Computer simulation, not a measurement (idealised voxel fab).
process module | voxel self aligned vias
Xsec cut, 175 nm wide, square cell size 5 nm.
Heads up, the way a cross-section reads in here is a grid of square cells, handed over as bands from the top down, with every band being one or more rows of cells. It is stipulated that each band's entry specify, in nanometres, the height of the top of the band and then that of its bottom, followed by the materials of the band in left-to-right sequence, each together with its width in nanometres. A single material marked by the word "full width" is understood to fill the band from edge to edge; the word "air" is understood to denote empty space. A quick word on heights: they are counted from 0, and under that level the wafer as it came to us is one material throughout. The lowest band is different from the rest in having no bottom; it simply continues downward, written as in "0 nm and below". Note: "30..40" means the width goes from the first number (top row of the band) to the second number (bottom row) in equal steps per row of cells. It should be understood that the words "no alterations made", when stated for a given step, signify that the cross-section underwent no change in any of its cells during that step. "Closed void register" contains a list of empty spaces, each no smaller than 8 cells and without an open way to the top, written in the form width x height at distance with the distance from the left edge and all three in nm. Step line, after settings: the simulator's comment on this step. "overlay nm" answers the question of how far to the right of plan the mask lay on a step that has a mask, and when it is negative the answer is to the left.
**So here's the lineup of process steps we planned**
1. RECEIVE, material Si
2. CONFORMAL_DEP, material SiO2, thk nm 10
3. CONFORMAL_DEP, material SiCN, thk nm 5
4. DIRECTIONAL_DEP, material SiO2, thk nm 20
5. DIRECTIONAL_DEP, material aC, thk nm 10
6. PATTERN, tone open, mask id LINES, material resist, width nm 20, pitch nm 50, thk nm 25, overlay nm 0
7. DIRECTIONAL_ETCH, etch materials aC, depth nm 10
8. STRIP, etch materials resist
9. DIRECTIONAL_ETCH, etch materials SiO2, depth nm 20
10. STRIP, etch materials aC
11. CONFORMAL_DEP, material TiN, thk nm 5
12. FILL_DEP, material W, thk nm 5
13. CMP, height nm 35
14. SELECTIVE_ETCH, etch materials W Ru TiN, depth nm 5
15. FILL_DEP, material SiN, thk nm 10
16. CMP, height nm 35
17. DIRECTIONAL_DEP, material SiO2, thk nm 15
18. MASKED_ETCH, tone open, mask id VIAS, width nm 30, pitch nm 100, etch materials SiO2, depth nm 15, overlay nm 0
19. MASKED_ETCH, tone open, mask id VIAS, width nm 30, pitch nm 100, etch materials SiN, depth nm 5, overlay nm 0
20. CONFORMAL_DEP, material TiN, thk nm 5
21. FILL_DEP, material Ru, thk nm 5
22. CMP, height nm 50
23. CONFORMAL_DEP, material SiCN, thk nm 5
**Wafer cross-section on receipt, i.e. after step 1**
* 0 nm and below = Si full width
* Closed void register: none
**Wafer cross-section at module end: first of two, run to plan**
* 55 nm to 50 nm = SiCN full width
* 50 nm to 40 nm = 20 nm SiO2 | 5 nm TiN | 20 nm Ru | 5 nm TiN | 70 nm SiO2 | 5 nm TiN | 20 nm Ru | 5 nm TiN | 25 nm SiO2
* 40 nm to 35 nm = 20 nm SiO2 | 10 nm TiN | 10 nm Ru | 10 nm TiN | 70 nm SiO2 | 10 nm TiN | 10 nm Ru | 10 nm TiN | 25 nm SiO2
* 35 nm to 30 nm = 25 nm SiO2 | 20 nm TiN | 30 nm SiO2 | 20 nm SiN | 30 nm SiO2 | 20 nm TiN | 30 nm SiO2
* 30 nm to 20 nm = 25 nm SiO2 | 5 nm TiN | 10 nm W | 5 nm TiN | 30 nm SiO2 | 5 nm TiN | 10 nm W | 5 nm TiN | 30 nm SiO2 | 5 nm TiN | 10 nm W | 5 nm TiN | 30 nm SiO2
* 20 nm to 15 nm = 25 nm SiO2 | 20 nm TiN | 30 nm SiO2 | 20 nm TiN | 30 nm SiO2 | 20 nm TiN | 30 nm SiO2
* 15 nm to 10 nm = SiCN full width
* 10 nm to 0 nm = SiO2 full width
* 0 nm and below = Si full width
* Closed void register: none
**Here's the second of our two wafers sectioned at module end. Same start as the first, same plan, but one mistake got made running it**
* 55 nm to 50 nm = SiCN full width
* 50 nm to 40 nm = 20 nm SiO2 | 5 nm TiN | 20 nm Ru | 5 nm TiN | 70 nm SiO2 | 5 nm TiN | 20 nm Ru | 5 nm TiN | 25 nm SiO2
* 40 nm to 35 nm = 20 nm SiO2 | 30 nm TiN | 70 nm SiO2 | 30 nm TiN | 25 nm SiO2
* 35 nm to 30 nm = SiCN full width
* 30 nm to 0 nm = SiO2 full width
* 0 nm and below = Si full width
* Closed void register: none
Where did the run depart from the plan? the intended sequence of steps 3 and 4 was reversed during processing, with each occupying the position of the other
In the final state, the cell counts of the second wafer exceed or fall short of those of the first for the following materials: Ru: 4 fewer; SiN: 4 fewer; SiO2: 48 more; TiN: 28 fewer; W: 12 fewer
